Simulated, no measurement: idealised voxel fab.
process module | voxel self aligned contacts
cross-section cut | 170 nm wide | cells 5 nm
A cross-section is a grid of square cells, given in bands from the top down. A band is one or more rows of cells.
Each band's line starts with the height of the band's top and of its bottom, in nm. Then come its materials from left to right, each with its width in nm. One material with "throughout" fills the band from edge to edge. "air" is empty space.
Height 0 is the level under which the wafer as received is all one material. The lowest band goes on downwards, as in "0 down".
A width such as "30 to 40" changes by the same amount from each row of cells to the next, from the band's top row to its bottom row.
"no change" after a step means that no cell of the cross-section changed.
closed voids: empty space of 8 cells or more with no open way to the top, each as width x height at its distance from the left edge, in nm
after a step's settings: what the simulator itself notes on the step
overlay nm, on a step with a mask: how far to the right of its planned place the mask lay; to the left if negative
plan
1 op RECEIVE | material Si
2 op CONFORMAL_DEP | material SiO2 | thk nm 5
3 op DIRECTIONAL_DEP | material polySi | thk nm 25
4 op DIRECTIONAL_DEP | material SiN | thk nm 20
5 op PATTERN | tone cover | mask id GATE | material resist | width nm 25 | pitch nm 60 | thk nm 20 | overlay nm 0
6 op DIRECTIONAL_ETCH | etch materials SiN | depth nm 20
7 op DIRECTIONAL_ETCH | etch materials polySi | depth nm 25
8 op STRIP | etch materials resist
9 op CONFORMAL_DEP | material SiN | thk nm 5
10 op DIRECTIONAL_ETCH | etch materials SiN | depth nm 5
11 op FILL_DEP | material SiO2 | thk nm 15
12 op CMP | height nm 55
13 op DIRECTIONAL_DEP | material aC | thk nm 10
14 op PATTERN | tone open | mask id CONTACT | material resist | width nm 45 | thk nm 25 | overlay nm 0
15 op DIRECTIONAL_ETCH | etch materials aC | depth nm 10
16 op STRIP | etch materials resist
17 op DIRECTIONAL_ETCH | etch materials SiO2 | depth nm 55
18 op STRIP | etch materials aC
19 op CONFORMAL_DEP | material TiN | thk nm 5
20 op FILL_DEP | material Ru | thk nm 5
21 op CMP | height nm 55
22 op CONFORMAL_DEP | material SiCN | thk nm 5
varied across the wafers: thk nm of step 19. The plan shows the first wafer's value. All wafers start alike
first wafer as received, after step 1
  0 down: Si throughout
  closed voids: none
first wafer at the end, after step 22
  60 to 55: SiCN throughout
  55 to 50: SiO2 60 | TiN 15 | Ru 15 | TiN 15 | SiO2 65
  50 to 30: SiO2 35 | SiN 35 | TiN 5 | Ru 15 | TiN 5 | SiN 35 | SiO2 40
  30 to 5: SiO2 35 | SiN 5 | polySi 25 | SiN 5 | TiN 5 | Ru 15 | TiN 5 | SiN 5 | polySi 25 | SiN 5 | SiO2 40
  5 to 0: SiO2 70 | TiN 25 | SiO2 75
  0 down: Si throughout
  closed voids: none
last wafer at the end
  60 to 55: SiCN throughout
  55 to 50: SiO2 60 | TiN 45 | SiO2 65
  50 to 30: SiO2 35 | SiN 35 | TiN 25 | SiN 35 | SiO2 40
  30 to 5: SiO2 35 | SiN 5 | polySi 25 | SiN 5 | TiN 25 | SiN 5 | polySi 25 | SiN 5 | SiO2 40
  5 to 0: SiO2 70 | TiN 25 | SiO2 75
  0 down: Si throughout
  closed voids: none
each wafer at the end: cells of each material gained (+) or lost (-) since it was received, then its closed voids
thk nm 5 | +30 Ru | +34 SiCN | +76 SiN | +189 SiO2 | +29 TiN | +50 polySi | closed voids: none
thk nm 10 | +9 Ru | +34 SiCN | +76 SiN | +189 SiO2 | +50 TiN | +50 polySi | closed voids: none
thk nm 15 | +34 SiCN | +76 SiN | +189 SiO2 | +59 TiN | +50 polySi | closed voids: none
thk nm 20 | +34 SiCN | +76 SiN | +189 SiO2 | +59 TiN | +50 polySi | closed voids: none
